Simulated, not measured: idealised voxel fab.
process module | voxel transistor to metal
cross-section cut | 180 nm wide | cells 5 nm
A cross-section is a grid of square cells, given in bands from the top down. A band is one or more rows of cells.
Each band's line starts with the height of the band's top and of its bottom, in nm. Then come its materials from left to right, each with its width in nm. One material with "throughout" fills the band from edge to edge. "air" is empty space.
Height 0 is the level under which the wafer as received is all one material. The lowest band goes on downwards, as in "0 down".
A width such as "30 to 40" changes by the same amount from each row of cells to the next, from the band's top row to its bottom row.
"no change" after a step means that no cell of the cross-section changed.
closed voids: empty space of 8 cells or more with no open way to the top, each as width x height at its distance from the left edge, in nm
after a step's settings: what the simulator itself notes on the step
overlay nm, on a step with a mask: how far to the right of its planned place the mask lay; to the left if negative
plan
1 op RECEIVE | material Si
2 op OXIDIZE | depth nm 5
3 op CONFORMAL_DEP | material SiN | thk nm 10
4 op MASKED_ETCH | tone cover | mask id ACTIVE | width nm 125 | etch materials SiN | depth nm 10 | overlay nm 0
5 op MASKED_ETCH | tone cover | mask id ACTIVE | width nm 125 | etch materials SiO2 | depth nm 5 | overlay nm 0
6 op MASKED_ETCH | tone cover | mask id ACTIVE | width nm 125 | etch materials Si | depth nm 20 | overlay nm 0
7 op OXIDIZE | depth nm 5
8 op FILL_DEP | material SiO2 | thk nm 15
9 op CMP | height nm 10
10 op SELECTIVE_ETCH | etch materials SiO2 | depth nm 5
11 op STRIP | etch materials SiN
12 op SELECTIVE_ETCH | etch materials SiO2 | depth nm 5
13 op OXIDIZE | depth nm 5
14 op DIRECTIONAL_DEP | material polySi | thk nm 25
15 op DIRECTIONAL_DEP | material SiCN | thk nm 10
16 op MASKED_ETCH | tone cover | mask id GATE | width nm 35 | etch materials SiCN | depth nm 20 | overlay nm 0
17 op MASKED_ETCH | tone cover | mask id GATE | width nm 35 | etch materials polySi | depth nm 35 | overlay nm 0
18 op CONFORMAL_DEP | material SiO2 | thk nm 5
19 op DIRECTIONAL_ETCH | etch materials SiO2 | depth nm 5
20 op CONFORMAL_DEP | material SiN | thk nm 5
21 op DIRECTIONAL_ETCH | etch materials SiN | depth nm 5
22 op DIRECTIONAL_ETCH | etch materials SiO2 | depth nm 5
23 op DIRECTIONAL_ETCH | etch materials Si | depth nm 10
24 op EPI | material SiGe | thk nm 15
25 op FILL_DEP | material SiO2 | thk nm 10
26 op CMP | height nm 20
27 op STRIP | etch materials polySi
28 op SELECTIVE_ETCH | etch materials SiO2 | depth nm 5
29 op CONFORMAL_DEP | material HfO2 | thk nm 5
30 op CONFORMAL_DEP | material TiN | thk nm 5
31 op FILL_DEP | material W | thk nm 10
32 op CMP | height nm 15
33 op DIRECTIONAL_DEP | material SiO2 | thk nm 15
34 op MASKED_ETCH | tone open | mask id CONTACT | width nm 20 | pitch nm 85 | etch materials SiO2 | depth nm 35 | overlay nm 0
35 op CONFORMAL_DEP | material TiN | thk nm 5
36 op FILL_DEP | material Ru | thk nm 5
37 op CMP | height nm 30
38 op CONFORMAL_DEP | material SiN | thk nm 5
39 op DIRECTIONAL_DEP | material lowk | thk nm 15
40 op DIRECTIONAL_DEP | material aC | thk nm 15
41 op PATTERN | tone open | mask id METAL_1 | material resist | width nm 20 | pitch nm 85 | thk nm 35 | overlay nm 0
42 op DIRECTIONAL_ETCH | etch materials aC | depth nm 15
43 op STRIP | etch materials resist
44 op DIRECTIONAL_ETCH | etch materials lowk | depth nm 15
45 op DIRECTIONAL_ETCH | etch materials SiN | depth nm 5
46 op STRIP | etch materials aC
47 op CONFORMAL_DEP | material TiN | thk nm 5
48 op FILL_DEP | material Ru | thk nm 5
49 op CMP | height nm 50
50 op CONFORMAL_DEP | material SiCN | thk nm 5
varied across the wafers: thk nm of step 47. The plan shows the first wafer's value. All wafers start alike
first wafer as received, after step 1
  0 down: Si throughout
  closed voids: none
each wafer at the end: cells of each material gained (+) or lost (-) since it was received, then its closed voids
thk nm 5 | +17 HfO2 | +28 Ru | -148 Si | +36 SiCN | +48 SiGe | +38 SiN | +213 SiO2 | +65 TiN | +15 W | +84 lowk | closed voids: none
thk nm 10 | +17 HfO2 | +16 Ru | -148 Si | +36 SiCN | +48 SiGe | +38 SiN | +213 SiO2 | +77 TiN | +15 W | +84 lowk | closed voids: none
thk nm 15 | +17 HfO2 | +16 Ru | -148 Si | +36 SiCN | +48 SiGe | +38 SiN | +213 SiO2 | +77 TiN | +15 W | +84 lowk | closed voids: none
thk nm 20 | +17 HfO2 | +16 Ru | -148 Si | +36 SiCN | +48 SiGe | +38 SiN | +213 SiO2 | +77 TiN | +15 W | +84 lowk | closed voids: none
